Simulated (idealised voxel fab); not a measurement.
Module name: voxel ribs on slabs (process module)
The width of the displayed cross-section, cut, is 270 nm; its cells are square, with a size of 5 nm.
Just so we're on the same page, the cross-sections are grids of square cells, and they're listed out in bands top to bottom, each band one or more rows deep.
A band entry consists of two parts. The first gives the height of the band's top and the height of its bottom, in nm. The rest lists the band's materials from left to right, each with its width in nm. A single material labelled with the word "throughout" fills the band from edge to edge, and the word "empty" marks empty space.
Note: height 0 marks the level under which the wafer is uniformly one material as received. Lowest band unbounded below, written "top 0, no bottom".
Read "30 to 40" as a graded width: first number on top, second number at the bottom, same change between each pair of neighbouring rows.
Where the words "nothing got changed" appear for a step, the cross-section shows no cell changed by that step; every cell remained as before.
"Fully sealed voids": empty spaces of 8 cells or more with no open way to the top, each given as width x height at distance, distance from the left edge, all in nm.
The remark found on a step's line after its settings is issued by the simulator itself and pertains to that step.
You can add "overlay nm" to a step's line. For a step with a mask, it describes how far the mask lay to the right of its planned position, and a negative number describes a lay to the left.

[So here's the lineup of process steps we planned]
1: RECEIVE, material Si
2: DIRECTIONAL_DEP, material SiO2, thk nm 30
3: DIRECTIONAL_DEP, material SiN, thk nm 20
4: MASKED_ETCH, tone cover, mask id RIB, width nm 20, etch materials SiN, depth nm 15, overlay nm 0
5: MASKED_ETCH, tone cover, mask id SLAB, width nm 50, etch materials SiN, depth nm 5, overlay nm 0
6: FILL_DEP, material SiO2, thk nm 20
7: CMP, height nm 65
8: DIRECTIONAL_DEP, material TiN, thk nm 5
9: DIRECTIONAL_DEP, material aC, thk nm 15
10: PATTERN, tone cover, mask id HEATER, material resist, width nm 30, thk nm 35, overlay nm 0
11: DIRECTIONAL_ETCH, etch materials aC, depth nm 15
12: STRIP, etch materials resist
13: DIRECTIONAL_ETCH, etch materials TiN, depth nm 5
14: STRIP, etch materials aC
15: CONFORMAL_DEP, material SiO2, thk nm 5

[Wafer at receipt (post step 1), cross-section]
> top 0, no bottom  Si throughout
> Fully sealed voids: none

[a wafer at the end: this start, this plan, one mistake]
> top 75, bottom 70  115 of empty, then 40 of SiO2, then 115 of empty
> top 70, bottom 65  120 of SiO2, then 30 of TiN, then 120 of SiO2
> top 65, bottom 20  SiO2 throughout
> top 20, bottom 0  SiN throughout
> top 0, no bottom  Si throughout
> Fully sealed voids: none
In executing the process, a mistake was made relative to the plan: steps 2 and 3 run out of order (swapped)
